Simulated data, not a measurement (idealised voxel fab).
Module name: voxel wiring stack (process module)
This is section cut - it's 300 nm across, gridded in 5 nm square cells.
For the purposes of this document, a cross-section shall be understood as a grid of square cells, specified as bands listed in top-to-bottom order, each band consisting of one or more rows of cells.
Within each band entry, the heights of the top and of the bottom of the band appear first, in that order and in nm; the materials of the band then follow from left to right, each with its corresponding width in nm. The designation "all across" on a single material indicates that it fills the band from edge to edge; the designation "empty" indicates empty space.
We count height from 0. Below that, the starting wafer is all one material. The lowest band never ends at the bottom but goes on down; see "0 down" for how that is written.
Width spec "30 to 40" -> top row of cells at first value, bottom row at second value, equal per-row change in between.
"no change" for a step: no cell of the cross-section changed in that step.
"Enclosed void listing" lists enclosed empty spaces (at least 8 cells, no open path upward to the top), each as width x height at distance from the left edge, in nm.
Text after the settings on a step's line: the simulator's own remark on that step.
overlay nm: on a step with a mask, how far right of its planned place the mask lay; negative means left.

### Steps planned for the process
step 1: RECEIVE (material Si)
step 2: CONFORMAL_DEP (material SiO2; thk nm 15)
step 3: CONFORMAL_DEP (material SiN; thk nm 5)
step 4: DIRECTIONAL_DEP (material SiO2; thk nm 15)
step 5: DIRECTIONAL_DEP (material aC; thk nm 10)
step 6: PATTERN (tone open; mask id METAL_1; material resist; width nm 30; pitch nm 55; thk nm 25; overlay nm 0)
step 7: DIRECTIONAL_ETCH (etch materials aC; depth nm 10)
step 8: STRIP (etch materials resist)
step 9: DIRECTIONAL_ETCH (etch materials SiO2; depth nm 15)
step 10: DIRECTIONAL_ETCH (etch materials SiN; depth nm 5)
step 11: STRIP (etch materials aC)
step 12: CONFORMAL_DEP (material TiN; thk nm 5)
step 13: FILL_DEP (material Ru; thk nm 10)
step 14: CMP (height nm 35)
step 15: CONFORMAL_DEP (material SiCN; thk nm 5)
step 16: DIRECTIONAL_DEP (material lowk; thk nm 30)
step 17: PATTERN (tone open; mask id METAL_2; material resist; width nm 30; pitch nm 55; thk nm 20; overlay nm 0)
step 18: DIRECTIONAL_ETCH (etch materials lowk; depth nm 20)
step 19: STRIP (etch materials resist)
step 20: MASKED_ETCH (tone open; mask id METAL_2_HOLES; width nm 15; pitch nm 55; etch materials lowk; depth nm 10; overlay nm 0)
step 21: MASKED_ETCH (tone open; mask id METAL_2_HOLES; width nm 15; pitch nm 55; etch materials SiCN; depth nm 5; overlay nm 0)
step 22: CONFORMAL_DEP (material TiN; thk nm 5)
step 23: FILL_DEP (material Cu; thk nm 10)
step 24: CMP (height nm 70)
step 25: CONFORMAL_DEP (material SiCN; thk nm 5)
step 26: DIRECTIONAL_DEP (material SiO2; thk nm 30)
step 27: MASKED_ETCH (tone open; mask id METAL_3_HOLES; width nm 15; pitch nm 55; etch materials SiO2; depth nm 30; overlay nm 0)
step 28: MASKED_ETCH (tone open; mask id METAL_3; width nm 30; pitch nm 55; etch materials SiO2; depth nm 20; overlay nm 0)
step 29: MASKED_ETCH (tone open; mask id METAL_3; width nm 30; pitch nm 55; etch materials SiCN; depth nm 5; overlay nm 0)
step 30: CONFORMAL_DEP (material TiN; thk nm 5)
step 31: FILL_DEP (material Cu; thk nm 5)
step 32: CMP (height nm 105)
step 33: CONFORMAL_DEP (material SiCN; thk nm 5)
step 34: DIRECTIONAL_DEP (material lowk; thk nm 30)
step 35: MASKED_ETCH (tone open; mask id METAL_4_HOLES; width nm 15; pitch nm 55; etch materials lowk; depth nm 30; overlay nm 0)
step 36: DIRECTIONAL_DEP (material aC; thk nm 10)
step 37: PATTERN (tone open; mask id METAL_4; material resist; width nm 30; pitch nm 55; thk nm 30; overlay nm 0)
step 38: DIRECTIONAL_ETCH (etch materials aC; depth nm 10)
step 39: STRIP (etch materials resist)
step 40: DIRECTIONAL_ETCH (etch materials lowk; depth nm 20)
step 41: DIRECTIONAL_ETCH (etch materials SiCN; depth nm 5)
step 42: STRIP (etch materials aC)
step 43: CONFORMAL_DEP (material TiN; thk nm 5)
step 44: FILL_DEP (material Cu; thk nm 5)
step 45: CMP (height nm 140)
step 46: CONFORMAL_DEP (material SiN; thk nm 5)

### First of two wafers, processed according to plan

### Cross-section of the wafer upon arrival, representing the state reached after step 1
> 0 down: Si all across
> Enclosed void listing: none

### So this is the wafer cross-section right after step 2
> 15 to 0: SiO2 all across
> below 0: unchanged

### So this is the wafer cross-section right after step 3
> 20 to 15: SiN all across
> below 15: unchanged

### So this is the wafer cross-section right after step 4
> 35 to 20: SiO2 all across
> below 20: unchanged

### So this is the wafer cross-section right after step 5
> 45 to 35: aC all across
> below 35: unchanged

### So this is the wafer cross-section right after step 6
> 70 to 45: 80 nm resist, then 30 nm empty, then 25 nm resist, then 30 nm empty, then 25 nm resist, then 30 nm empty, then 80 nm resist
> below 45: unchanged

### So this is the wafer cross-section right after step 7
> 60 to 45: 80 nm resist, then 30 nm empty, then 25 nm resist, then 30 nm empty, then 25 nm resist, then 30 nm empty, then 80 nm resist
> 45 to 35: 80 nm aC, then 30 nm empty, then 25 nm aC, then 30 nm empty, then 25 nm aC, then 30 nm empty, then 80 nm aC
> below 35: unchanged

### So this is the wafer cross-section right after step 8
> 45 to 35: 80 nm aC, then 30 nm empty, then 25 nm aC, then 30 nm empty, then 25 nm aC, then 30 nm empty, then 80 nm aC
> below 35: unchanged

### So this is the wafer cross-section right after step 9
> 45 to 35: 80 nm aC, then 30 nm empty, then 25 nm aC, then 30 nm empty, then 25 nm aC, then 30 nm empty, then 80 nm aC
> 35 to 20: 80 nm SiO2, then 30 nm empty, then 25 nm SiO2, then 30 nm empty, then 25 nm SiO2, then 30 nm empty, then 80 nm SiO2
> below 20: unchanged

### So this is the wafer cross-section right after step 10
> 45 to 35: 80 nm aC, then 30 nm empty, then 25 nm aC, then 30 nm empty, then 25 nm aC, then 30 nm empty, then 80 nm aC
> 35 to 20: 80 nm SiO2, then 30 nm empty, then 25 nm SiO2, then 30 nm empty, then 25 nm SiO2, then 30 nm empty, then 80 nm SiO2
> 20 to 15: 80 nm SiN, then 30 nm empty, then 25 nm SiN, then 30 nm empty, then 25 nm SiN, then 30 nm empty, then 80 nm SiN
> below 15: unchanged

### So this is the wafer cross-section right after step 11
> 35 to 20: 80 nm SiO2, then 30 nm empty, then 25 nm SiO2, then 30 nm empty, then 25 nm SiO2, then 30 nm empty, then 80 nm SiO2
> below 20: unchanged

### So this is the wafer cross-section right after step 12
> 40 to 35: 85 nm TiN, then 20 nm empty, then 35 nm TiN, then 20 nm empty, then 35 nm TiN, then 20 nm empty, then 85 nm TiN
> 35 to 20: 80 nm SiO2, then 5 nm TiN, then 20 nm empty, then 5 nm TiN, then 25 nm SiO2, then 5 nm TiN, then 20 nm empty, then 5 nm TiN, then 25 nm SiO2, then 5 nm TiN, then 20 nm empty, then 5 nm TiN, then 80 nm SiO2
> 20 to 15: 80 nm SiN, then 30 nm TiN, then 25 nm SiN, then 30 nm TiN, then 25 nm SiN, then 30 nm TiN, then 80 nm SiN
> below 15: unchanged

### So this is the wafer cross-section right after step 13
> 50 to 40: Ru all across
> 40 to 35: 85 nm TiN, then 20 nm Ru, then 35 nm TiN, then 20 nm Ru, then 35 nm TiN, then 20 nm Ru, then 85 nm TiN
> 35 to 20: 80 nm SiO2, then 5 nm TiN, then 20 nm Ru, then 5 nm TiN, then 25 nm SiO2, then 5 nm TiN, then 20 nm Ru, then 5 nm TiN, then 25 nm SiO2, then 5 nm TiN, then 20 nm Ru, then 5 nm TiN, then 80 nm SiO2
> below 20: unchanged

### So this is the wafer cross-section right after step 14
> 35 to 20: 80 nm SiO2, then 5 nm TiN, then 20 nm Ru, then 5 nm TiN, then 25 nm SiO2, then 5 nm TiN, then 20 nm Ru, then 5 nm TiN, then 25 nm SiO2, then 5 nm TiN, then 20 nm Ru, then 5 nm TiN, then 80 nm SiO2
> below 20: unchanged

### So this is the wafer cross-section right after step 15
> 40 to 35: SiCN all across
> below 35: unchanged

### So this is the wafer cross-section right after step 16
> 70 to 40: lowk all across
> below 40: unchanged

### So this is the wafer cross-section right after step 17
> 90 to 70: 80 nm resist, then 30 nm empty, then 25 nm resist, then 30 nm empty, then 25 nm resist, then 30 nm empty, then 80 nm resist
> below 70: unchanged

### So this is the wafer cross-section right after step 18
> 90 to 70: 80 nm resist, then 30 nm empty, then 25 nm resist, then 30 nm empty, then 25 nm resist, then 30 nm empty, then 80 nm resist
> 70 to 50: 80 nm lowk, then 30 nm empty, then 25 nm lowk, then 30 nm empty, then 25 nm lowk, then 30 nm empty, then 80 nm lowk
> below 50: unchanged

### So this is the wafer cross-section right after step 19
> 70 to 50: 80 nm lowk, then 30 nm empty, then 25 nm lowk, then 30 nm empty, then 25 nm lowk, then 30 nm empty, then 80 nm lowk
> below 50: unchanged

### So this is the wafer cross-section right after step 20
> 70 to 50: 80 nm lowk, then 30 nm empty, then 25 nm lowk, then 30 nm empty, then 25 nm lowk, then 30 nm empty, then 80 nm lowk
> 50 to 40: 80 nm lowk, then 15 nm empty, then 40 nm lowk, then 15 nm empty, then 40 nm lowk, then 15 nm empty, then 95 nm lowk
> below 40: unchanged

### So this is the wafer cross-section right after step 21
> 70 to 50: 80 nm lowk, then 30 nm empty, then 25 nm lowk, then 30 nm empty, then 25 nm lowk, then 30 nm empty, then 80 nm lowk
> 50 to 40: 80 nm lowk, then 15 nm empty, then 40 nm lowk, then 15 nm empty, then 40 nm lowk, then 15 nm empty, then 95 nm lowk
> 40 to 35: 80 nm SiCN, then 15 nm empty, then 40 nm SiCN, then 15 nm empty, then 40 nm SiCN, then 15 nm empty, then 95 nm SiCN
> below 35: unchanged

### So this is the wafer cross-section right after step 22
> 75 to 70: 85 nm TiN, then 20 nm empty, then 35 nm TiN, then 20 nm empty, then 35 nm TiN, then 20 nm empty, then 85 nm TiN
> 70 to 55: 80 nm lowk, then 5 nm TiN, then 20 nm empty, then 5 nm TiN, then 25 nm lowk, then 5 nm TiN, then 20 nm empty, then 5 nm TiN, then 25 nm lowk, then 5 nm TiN, then 20 nm empty, then 5 nm TiN, then 80 nm lowk
> 55 to 50: 80 nm lowk, then 5 nm TiN, then 5 nm empty, then 20 nm TiN, then 25 nm lowk, then 5 nm TiN, then 5 nm empty, then 20 nm TiN, then 25 nm lowk, then 5 nm TiN, then 5 nm empty, then 20 nm TiN, then 80 nm lowk
> 50 to 40: 80 nm lowk, then 5 nm TiN, then 5 nm empty, then 5 nm TiN, then 40 nm lowk, then 5 nm TiN, then 5 nm empty, then 5 nm TiN, then 40 nm lowk, then 5 nm TiN, then 5 nm empty, then 5 nm TiN, then 95 nm lowk
> 40 to 35: 80 nm SiCN, then 15 nm TiN, then 40 nm SiCN, then 15 nm TiN, then 40 nm SiCN, then 15 nm TiN, then 95 nm SiCN
> below 35: unchanged

### So this is the wafer cross-section right after step 23
> 85 to 75: Cu all across
> 75 to 70: 85 nm TiN, then 20 nm Cu, then 35 nm TiN, then 20 nm Cu, then 35 nm TiN, then 20 nm Cu, then 85 nm TiN
> 70 to 55: 80 nm lowk, then 5 nm TiN, then 20 nm Cu, then 5 nm TiN, then 25 nm lowk, then 5 nm TiN, then 20 nm Cu, then 5 nm TiN, then 25 nm lowk, then 5 nm TiN, then 20 nm Cu, then 5 nm TiN, then 80 nm lowk
> 55 to 50: 80 nm lowk, then 5 nm TiN, then 5 nm Cu, then 20 nm TiN, then 25 nm lowk, then 5 nm TiN, then 5 nm Cu, then 20 nm TiN, then 25 nm lowk, then 5 nm TiN, then 5 nm Cu, then 20 nm TiN, then 80 nm lowk
> 50 to 40: 80 nm lowk, then 5 nm TiN, then 5 nm Cu, then 5 nm TiN, then 40 nm lowk, then 5 nm TiN, then 5 nm Cu, then 5 nm TiN, then 40 nm lowk, then 5 nm TiN, then 5 nm Cu, then 5 nm TiN, then 95 nm lowk
> below 40: unchanged

### So this is the wafer cross-section right after step 24
> 70 to 55: 80 nm lowk, then 5 nm TiN, then 20 nm Cu, then 5 nm TiN, then 25 nm lowk, then 5 nm TiN, then 20 nm Cu, then 5 nm TiN, then 25 nm lowk, then 5 nm TiN, then 20 nm Cu, then 5 nm TiN, then 80 nm lowk
> below 55: unchanged

### So this is the wafer cross-section right after step 25
> 75 to 70: SiCN all across
> below 70: unchanged

### So this is the wafer cross-section right after step 26
> 105 to 75: SiO2 all across
> below 75: unchanged

### So this is the wafer cross-section right after step 27
> 105 to 75: 80 nm SiO2, then 15 nm empty, then 40 nm SiO2, then 15 nm empty, then 40 nm SiO2, then 15 nm empty, then 95 nm SiO2
> below 75: unchanged

### So this is the wafer cross-section right after step 28
> 105 to 85: 80 nm SiO2, then 30 nm empty, then 25 nm SiO2, then 30 nm empty, then 25 nm SiO2, then 30 nm empty, then 80 nm SiO2
> below 85: unchanged

### So this is the wafer cross-section right after step 29
> 105 to 85: 80 nm SiO2, then 30 nm empty, then 25 nm SiO2, then 30 nm empty, then 25 nm SiO2, then 30 nm empty, then 80 nm SiO2
> 85 to 75: 80 nm SiO2, then 15 nm empty, then 40 nm SiO2, then 15 nm empty, then 40 nm SiO2, then 15 nm empty, then 95 nm SiO2
> 75 to 70: 80 nm SiCN, then 15 nm empty, then 40 nm SiCN, then 15 nm empty, then 40 nm SiCN, then 15 nm empty, then 95 nm SiCN
> below 70: unchanged

### So this is the wafer cross-section right after step 30
> 110 to 105: 85 nm TiN, then 20 nm empty, then 35 nm TiN, then 20 nm empty, then 35 nm TiN, then 20 nm empty, then 85 nm TiN
> 105 to 90: 80 nm SiO2, then 5 nm TiN, then 20 nm empty, then 5 nm TiN, then 25 nm SiO2, then 5 nm TiN, then 20 nm empty, then 5 nm TiN, then 25 nm SiO2, then 5 nm TiN, then 20 nm empty, then 5 nm TiN, then 80 nm SiO2
> 90 to 85: 80 nm SiO2, then 5 nm TiN, then 5 nm empty, then 20 nm TiN, then 25 nm SiO2, then 5 nm TiN, then 5 nm empty, then 20 nm TiN, then 25 nm SiO2, then 5 nm TiN, then 5 nm empty, then 20 nm TiN, then 80 nm SiO2
> 85 to 75: 80 nm SiO2, then 5 nm TiN, then 5 nm empty, then 5 nm TiN, then 40 nm SiO2, then 5 nm TiN, then 5 nm empty, then 5 nm TiN, then 40 nm SiO2, then 5 nm TiN, then 5 nm empty, then 5 nm TiN, then 95 nm SiO2
> 75 to 70: 80 nm SiCN, then 15 nm TiN, then 40 nm SiCN, then 15 nm TiN, then 40 nm SiCN, then 15 nm TiN, then 95 nm SiCN
> below 70: unchanged

### So this is the wafer cross-section right after step 31
> 115 to 110: Cu all across
> 110 to 105: 85 nm TiN, then 20 nm Cu, then 35 nm TiN, then 20 nm Cu, then 35 nm TiN, then 20 nm Cu, then 85 nm TiN
> 105 to 90: 80 nm SiO2, then 5 nm TiN, then 20 nm Cu, then 5 nm TiN, then 25 nm SiO2, then 5 nm TiN, then 20 nm Cu, then 5 nm TiN, then 25 nm SiO2, then 5 nm TiN, then 20 nm Cu, then 5 nm TiN, then 80 nm SiO2
> 90 to 85: 80 nm SiO2, then 5 nm TiN, then 5 nm Cu, then 20 nm TiN, then 25 nm SiO2, then 5 nm TiN, then 5 nm Cu, then 20 nm TiN, then 25 nm SiO2, then 5 nm TiN, then 5 nm Cu, then 20 nm TiN, then 80 nm SiO2
> 85 to 75: 80 nm SiO2, then 5 nm TiN, then 5 nm Cu, then 5 nm TiN, then 40 nm SiO2, then 5 nm TiN, then 5 nm Cu, then 5 nm TiN, then 40 nm SiO2, then 5 nm TiN, then 5 nm Cu, then 5 nm TiN, then 95 nm SiO2
> below 75: unchanged

### So this is the wafer cross-section right after step 32
> 105 to 90: 80 nm SiO2, then 5 nm TiN, then 20 nm Cu, then 5 nm TiN, then 25 nm SiO2, then 5 nm TiN, then 20 nm Cu, then 5 nm TiN, then 25 nm SiO2, then 5 nm TiN, then 20 nm Cu, then 5 nm TiN, then 80 nm SiO2
> below 90: unchanged

### So this is the wafer cross-section right after step 33
> 110 to 105: SiCN all across
> below 105: unchanged

### So this is the wafer cross-section right after step 34
> 140 to 110: lowk all across
> below 110: unchanged

### So this is the wafer cross-section right after step 35
> 140 to 110: 80 nm lowk, then 15 nm empty, then 40 nm lowk, then 15 nm empty, then 40 nm lowk, then 15 nm empty, then 95 nm lowk
> below 110: unchanged

### So this is the wafer cross-section right after step 36
> 150 to 140: 80 nm aC, then 15 nm empty, then 40 nm aC, then 15 nm empty, then 40 nm aC, then 15 nm empty, then 95 nm aC
> 140 to 120: 80 nm lowk, then 15 nm empty, then 40 nm lowk, then 15 nm empty, then 40 nm lowk, then 15 nm empty, then 95 nm lowk
> 120 to 110: 80 nm lowk, then 15 nm aC, then 40 nm lowk, then 15 nm aC, then 40 nm lowk, then 15 nm aC, then 95 nm lowk
> below 110: unchanged

### So this is the wafer cross-section right after step 37
> 180 to 150: 80 nm resist, then 30 nm empty, then 25 nm resist, then 30 nm empty, then 25 nm resist, then 30 nm empty, then 80 nm resist
> below 150: unchanged

### So this is the wafer cross-section right after step 38
> 170 to 150: 80 nm resist, then 30 nm empty, then 25 nm resist, then 30 nm empty, then 25 nm resist, then 30 nm empty, then 80 nm resist
> 150 to 140: 80 nm aC, then 30 nm empty, then 25 nm aC, then 30 nm empty, then 25 nm aC, then 30 nm empty, then 80 nm aC
> 140 to 110: 80 nm lowk, then 15 nm empty, then 40 nm lowk, then 15 nm empty, then 40 nm lowk, then 15 nm empty, then 95 nm lowk
> below 110: unchanged

### So this is the wafer cross-section right after step 39
> 150 to 140: 80 nm aC, then 30 nm empty, then 25 nm aC, then 30 nm empty, then 25 nm aC, then 30 nm empty, then 80 nm aC
> below 140: unchanged

### So this is the wafer cross-section right after step 40
> 150 to 140: 80 nm aC, then 30 nm empty, then 25 nm aC, then 30 nm empty, then 25 nm aC, then 30 nm empty, then 80 nm aC
> 140 to 120: 80 nm lowk, then 30 nm empty, then 25 nm lowk, then 30 nm empty, then 25 nm lowk, then 30 nm empty, then 80 nm lowk
> below 120: unchanged

### So this is the wafer cross-section right after step 41
> 150 to 140: 80 nm aC, then 30 nm empty, then 25 nm aC, then 30 nm empty, then 25 nm aC, then 30 nm empty, then 80 nm aC
> 140 to 120: 80 nm lowk, then 30 nm empty, then 25 nm lowk, then 30 nm empty, then 25 nm lowk, then 30 nm empty, then 80 nm lowk
> 120 to 110: 80 nm lowk, then 15 nm empty, then 40 nm lowk, then 15 nm empty, then 40 nm lowk, then 15 nm empty, then 95 nm lowk
> 110 to 105: 80 nm SiCN, then 15 nm empty, then 40 nm SiCN, then 15 nm empty, then 40 nm SiCN, then 15 nm empty, then 95 nm SiCN
> below 105: unchanged

### So this is the wafer cross-section right after step 42
> 140 to 120: 80 nm lowk, then 30 nm empty, then 25 nm lowk, then 30 nm empty, then 25 nm lowk, then 30 nm empty, then 80 nm lowk
> below 120: unchanged

### So this is the wafer cross-section right after step 43
> 145 to 140: 85 nm TiN, then 20 nm empty, then 35 nm TiN, then 20 nm empty, then 35 nm TiN, then 20 nm empty, then 85 nm TiN
> 140 to 125: 80 nm lowk, then 5 nm TiN, then 20 nm empty, then 5 nm TiN, then 25 nm lowk, then 5 nm TiN, then 20 nm empty, then 5 nm TiN, then 25 nm lowk, then 5 nm TiN, then 20 nm empty, then 5 nm TiN, then 80 nm lowk
> 125 to 120: 80 nm lowk, then 5 nm TiN, then 5 nm empty, then 20 nm TiN, then 25 nm lowk, then 5 nm TiN, then 5 nm empty, then 20 nm TiN, then 25 nm lowk, then 5 nm TiN, then 5 nm empty, then 20 nm TiN, then 80 nm lowk
> 120 to 110: 80 nm lowk, then 5 nm TiN, then 5 nm empty, then 5 nm TiN, then 40 nm lowk, then 5 nm TiN, then 5 nm empty, then 5 nm TiN, then 40 nm lowk, then 5 nm TiN, then 5 nm empty, then 5 nm TiN, then 95 nm lowk
> 110 to 105: 80 nm SiCN, then 15 nm TiN, then 40 nm SiCN, then 15 nm TiN, then 40 nm SiCN, then 15 nm TiN, then 95 nm SiCN
> below 105: unchanged

### So this is the wafer cross-section right after step 44
> 150 to 145: Cu all across
> 145 to 140: 85 nm TiN, then 20 nm Cu, then 35 nm TiN, then 20 nm Cu, then 35 nm TiN, then 20 nm Cu, then 85 nm TiN
> 140 to 125: 80 nm lowk, then 5 nm TiN, then 20 nm Cu, then 5 nm TiN, then 25 nm lowk, then 5 nm TiN, then 20 nm Cu, then 5 nm TiN, then 25 nm lowk, then 5 nm TiN, then 20 nm Cu, then 5 nm TiN, then 80 nm lowk
> 125 to 120: 80 nm lowk, then 5 nm TiN, then 5 nm Cu, then 20 nm TiN, then 25 nm lowk, then 5 nm TiN, then 5 nm Cu, then 20 nm TiN, then 25 nm lowk, then 5 nm TiN, then 5 nm Cu, then 20 nm TiN, then 80 nm lowk
> 120 to 110: 80 nm lowk, then 5 nm TiN, then 5 nm Cu, then 5 nm TiN, then 40 nm lowk, then 5 nm TiN, then 5 nm Cu, then 5 nm TiN, then 40 nm lowk, then 5 nm TiN, then 5 nm Cu, then 5 nm TiN, then 95 nm lowk
> below 110: unchanged

### So this is the wafer cross-section right after step 45
> 140 to 125: 80 nm lowk, then 5 nm TiN, then 20 nm Cu, then 5 nm TiN, then 25 nm lowk, then 5 nm TiN, then 20 nm Cu, then 5 nm TiN, then 25 nm lowk, then 5 nm TiN, then 20 nm Cu, then 5 nm TiN, then 80 nm lowk
> below 125: unchanged

### So this is the wafer cross-section right after step 46
> 145 to 140: SiN all across
> below 140: unchanged

### Second wafer, same starting state and plan as the first, one mistake in the run, identical through step 28

### Cross-section, second wafer, at the end time the plan gives for step 29
> 105 to 80: 80 nm SiO2, then 30 nm empty, then 25 nm SiO2, then 30 nm empty, then 25 nm SiO2, then 30 nm empty, then 80 nm SiO2
> below 80: unchanged

### Cross-section, second wafer, at the end time the plan gives for step 30
> 110 to 105: 85 nm TiN, then 20 nm empty, then 35 nm TiN, then 20 nm empty, then 35 nm TiN, then 20 nm empty, then 85 nm TiN
> 105 to 85: 80 nm SiO2, then 5 nm TiN, then 20 nm empty, then 5 nm TiN, then 25 nm SiO2, then 5 nm TiN, then 20 nm empty, then 5 nm TiN, then 25 nm SiO2, then 5 nm TiN, then 20 nm empty, then 5 nm TiN, then 80 nm SiO2
> 85 to 80: 80 nm SiO2, then 5 nm TiN, then 5 nm empty, then 20 nm TiN, then 25 nm SiO2, then 5 nm TiN, then 5 nm empty, then 20 nm TiN, then 25 nm SiO2, then 5 nm TiN, then 5 nm empty, then 20 nm TiN, then 80 nm SiO2
> 80 to 75: 80 nm SiO2, then 15 nm TiN, then 40 nm SiO2, then 15 nm TiN, then 40 nm SiO2, then 15 nm TiN, then 95 nm SiO2
> below 75: unchanged

### Cross-section, second wafer, at the end time the plan gives for step 31
> 115 to 110: Cu all across
> 110 to 105: 85 nm TiN, then 20 nm Cu, then 35 nm TiN, then 20 nm Cu, then 35 nm TiN, then 20 nm Cu, then 85 nm TiN
> 105 to 85: 80 nm SiO2, then 5 nm TiN, then 20 nm Cu, then 5 nm TiN, then 25 nm SiO2, then 5 nm TiN, then 20 nm Cu, then 5 nm TiN, then 25 nm SiO2, then 5 nm TiN, then 20 nm Cu, then 5 nm TiN, then 80 nm SiO2
> 85 to 80: 80 nm SiO2, then 5 nm TiN, then 5 nm Cu, then 20 nm TiN, then 25 nm SiO2, then 5 nm TiN, then 5 nm Cu, then 20 nm TiN, then 25 nm SiO2, then 5 nm TiN, then 5 nm Cu, then 20 nm TiN, then 80 nm SiO2
> below 80: unchanged

### Cross-section, second wafer, at the end time the plan gives for step 32
> 105 to 85: 80 nm SiO2, then 5 nm TiN, then 20 nm Cu, then 5 nm TiN, then 25 nm SiO2, then 5 nm TiN, then 20 nm Cu, then 5 nm TiN, then 25 nm SiO2, then 5 nm TiN, then 20 nm Cu, then 5 nm TiN, then 80 nm SiO2
> below 85: unchanged

### Cross-section, second wafer, at the end time the plan gives for step 33
> 110 to 105: SiCN all across
> below 105: unchanged

### Cross-section, second wafer, at the end time the plan gives for step 34
> 140 to 110: lowk all across
> below 110: unchanged

### Cross-section, second wafer, at the end time the plan gives for step 35
> 140 to 110: 80 nm lowk, then 15 nm empty, then 40 nm lowk, then 15 nm empty, then 40 nm lowk, then 15 nm empty, then 95 nm lowk
> below 110: unchanged

### Cross-section, second wafer, at the end time the plan gives for step 36
> 150 to 140: 80 nm aC, then 15 nm empty, then 40 nm aC, then 15 nm empty, then 40 nm aC, then 15 nm empty, then 95 nm aC
> 140 to 120: 80 nm lowk, then 15 nm empty, then 40 nm lowk, then 15 nm empty, then 40 nm lowk, then 15 nm empty, then 95 nm lowk
> 120 to 110: 80 nm lowk, then 15 nm aC, then 40 nm lowk, then 15 nm aC, then 40 nm lowk, then 15 nm aC, then 95 nm lowk
> below 110: unchanged

### Cross-section, second wafer, at the end time the plan gives for step 37
> 180 to 150: 80 nm resist, then 30 nm empty, then 25 nm resist, then 30 nm empty, then 25 nm resist, then 30 nm empty, then 80 nm resist
> below 150: unchanged

### Cross-section, second wafer, at the end time the plan gives for step 38
> 170 to 150: 80 nm resist, then 30 nm empty, then 25 nm resist, then 30 nm empty, then 25 nm resist, then 30 nm empty, then 80 nm resist
> 150 to 140: 80 nm aC, then 30 nm empty, then 25 nm aC, then 30 nm empty, then 25 nm aC, then 30 nm empty, then 80 nm aC
> 140 to 110: 80 nm lowk, then 15 nm empty, then 40 nm lowk, then 15 nm empty, then 40 nm lowk, then 15 nm empty, then 95 nm lowk
> below 110: unchanged

### Cross-section, second wafer, at the end time the plan gives for step 39
> 150 to 140: 80 nm aC, then 30 nm empty, then 25 nm aC, then 30 nm empty, then 25 nm aC, then 30 nm empty, then 80 nm aC
> below 140: unchanged

### Cross-section, second wafer, at the end time the plan gives for step 40
> 150 to 140: 80 nm aC, then 30 nm empty, then 25 nm aC, then 30 nm empty, then 25 nm aC, then 30 nm empty, then 80 nm aC
> 140 to 120: 80 nm lowk, then 30 nm empty, then 25 nm lowk, then 30 nm empty, then 25 nm lowk, then 30 nm empty, then 80 nm lowk
> below 120: unchanged

### Cross-section, second wafer, at the end time the plan gives for step 41
> 150 to 140: 80 nm aC, then 30 nm empty, then 25 nm aC, then 30 nm empty, then 25 nm aC, then 30 nm empty, then 80 nm aC
> 140 to 120: 80 nm lowk, then 30 nm empty, then 25 nm lowk, then 30 nm empty, then 25 nm lowk, then 30 nm empty, then 80 nm lowk
> 120 to 110: 80 nm lowk, then 15 nm empty, then 40 nm lowk, then 15 nm empty, then 40 nm lowk, then 15 nm empty, then 95 nm lowk
> 110 to 105: 80 nm SiCN, then 15 nm empty, then 40 nm SiCN, then 15 nm empty, then 40 nm SiCN, then 15 nm empty, then 95 nm SiCN
> below 105: unchanged

### Cross-section, second wafer, at the end time the plan gives for step 42
> 140 to 120: 80 nm lowk, then 30 nm empty, then 25 nm lowk, then 30 nm empty, then 25 nm lowk, then 30 nm empty, then 80 nm lowk
> below 120: unchanged

### Cross-section, second wafer, at the end time the plan gives for step 43
> 145 to 140: 85 nm TiN, then 20 nm empty, then 35 nm TiN, then 20 nm empty, then 35 nm TiN, then 20 nm empty, then 85 nm TiN
> 140 to 125: 80 nm lowk, then 5 nm TiN, then 20 nm empty, then 5 nm TiN, then 25 nm lowk, then 5 nm TiN, then 20 nm empty, then 5 nm TiN, then 25 nm lowk, then 5 nm TiN, then 20 nm empty, then 5 nm TiN, then 80 nm lowk
> 125 to 120: 80 nm lowk, then 5 nm TiN, then 5 nm empty, then 20 nm TiN, then 25 nm lowk, then 5 nm TiN, then 5 nm empty, then 20 nm TiN, then 25 nm lowk, then 5 nm TiN, then 5 nm empty, then 20 nm TiN, then 80 nm lowk
> 120 to 110: 80 nm lowk, then 5 nm TiN, then 5 nm empty, then 5 nm TiN, then 40 nm lowk, then 5 nm TiN, then 5 nm empty, then 5 nm TiN, then 40 nm lowk, then 5 nm TiN, then 5 nm empty, then 5 nm TiN, then 95 nm lowk
> 110 to 105: 80 nm SiCN, then 15 nm TiN, then 40 nm SiCN, then 15 nm TiN, then 40 nm SiCN, then 15 nm TiN, then 95 nm SiCN
> below 105: unchanged

### Cross-section, second wafer, at the end time the plan gives for step 44
> 150 to 145: Cu all across
> 145 to 140: 85 nm TiN, then 20 nm Cu, then 35 nm TiN, then 20 nm Cu, then 35 nm TiN, then 20 nm Cu, then 85 nm TiN
> 140 to 125: 80 nm lowk, then 5 nm TiN, then 20 nm Cu, then 5 nm TiN, then 25 nm lowk, then 5 nm TiN, then 20 nm Cu, then 5 nm TiN, then 25 nm lowk, then 5 nm TiN, then 20 nm Cu, then 5 nm TiN, then 80 nm lowk
> 125 to 120: 80 nm lowk, then 5 nm TiN, then 5 nm Cu, then 20 nm TiN, then 25 nm lowk, then 5 nm TiN, then 5 nm Cu, then 20 nm TiN, then 25 nm lowk, then 5 nm TiN, then 5 nm Cu, then 20 nm TiN, then 80 nm lowk
> 120 to 110: 80 nm lowk, then 5 nm TiN, then 5 nm Cu, then 5 nm TiN, then 40 nm lowk, then 5 nm TiN, then 5 nm Cu, then 5 nm TiN, then 40 nm lowk, then 5 nm TiN, then 5 nm Cu, then 5 nm TiN, then 95 nm lowk
> below 110: unchanged

### Cross-section, second wafer, at the end time the plan gives for step 45
> 140 to 125: 80 nm lowk, then 5 nm TiN, then 20 nm Cu, then 5 nm TiN, then 25 nm lowk, then 5 nm TiN, then 20 nm Cu, then 5 nm TiN, then 25 nm lowk, then 5 nm TiN, then 20 nm Cu, then 5 nm TiN, then 80 nm lowk
> below 125: unchanged

### Cross-section, second wafer, at the end time the plan gives for step 46
> 145 to 140: SiN all across
> below 140: unchanged
Processing error: step 29 went in with a setting other than planned; the actual run was MASKED_ETCH (tone open; mask id METAL_3; width nm 30; pitch nm 55; etch materials SiO2; depth nm 5; overlay nm 0)
Looking at both finished wafers in cells, the second ends up ahead of or behind the first on some materials: Cu: 6 more; SiCN: 9 more; SiO2: 9 fewer; TiN: 6 fewer
